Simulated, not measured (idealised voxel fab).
Process module under the name voxel released beams
For reference, the cross-section in this document is cut, with width 180 nm and square cells of 5 nm.
Notation: cross-section as square-cell grid; stated in bands, top first, going down; one or more cell rows per band.
The band entry comprises the height of the band's top followed by the height of its bottom, expressed in nm, and subsequently the band's materials from left to right, each stated together with its width in nm. Where a single material is marked with the word "throughout", that material fills the band from edge to edge. The word "blank" represents empty space.
We count height from 0. Below that, the starting wafer is all one material. The lowest band never ends at the bottom but goes on down; see "0 nm and below" for how that is written.
Think of "30..40" as a width that walks from the first number to the second as you go down the band, top row to bottom row, taking equal-sized steps from row to row.
You'll sometimes find "nothing got changed" written for a step, and that's the way of saying that nowhere in the cross-section did a cell change during that step.
"Closed internal voids": empty spaces of 8 cells or more with no open way to the top, each given as width x height at distance, distance from the left edge, all in nm.
Past the settings on a step's line: simulator remark, on that step.
"overlay nm" denotes, for a step that has a mask, the displacement of the mask to the right of its planned place, with negative values corresponding to the left.
Below is the list of planned process steps:
1. RECEIVE | material Si
2. CONFORMAL_DEP | material Al2O3 | thk nm 5
3. DIRECTIONAL_DEP | material SiO2 | thk nm 15
4. DIRECTIONAL_DEP | material aC | thk nm 15
5. PATTERN | tone open | mask id ANCHOR | material resist | width nm 30 | thk nm 35 | overlay nm 0
6. DIRECTIONAL_ETCH | etch materials aC | depth nm 15
7. STRIP | etch materials resist
8. DIRECTIONAL_ETCH | etch materials SiO2 | depth nm 15
9. STRIP | etch materials aC
10. CONFORMAL_DEP | material polySi | thk nm 10
11. MASKED_ETCH | tone cover | mask id BEAM | width nm 80 | etch materials polySi | depth nm 10 | overlay nm 0
12. STRIP | etch materials SiO2
Here's what the wafer looked like in cross-section when it arrived - that's after step 1:
* 0 nm and below: Si throughout
* Closed internal voids: none
Result of the module, cross-sectioned: start per above, plan per above, one error in how it was run:
* 25 nm to 15 nm: 45 blank, 15 polySi, 10 blank, 55 polySi, 55 blank
* 15 nm to 10 nm: 50 blank, 10 polySi, 10 blank, 10 polySi, 100 blank
* 10 nm to 0 nm: 50 blank, 30 polySi, 100 blank
* 0 nm and below: Si throughout
* Closed internal voids: none
What broke from the plan during processing? step 2 of the plan: omitted, not performed
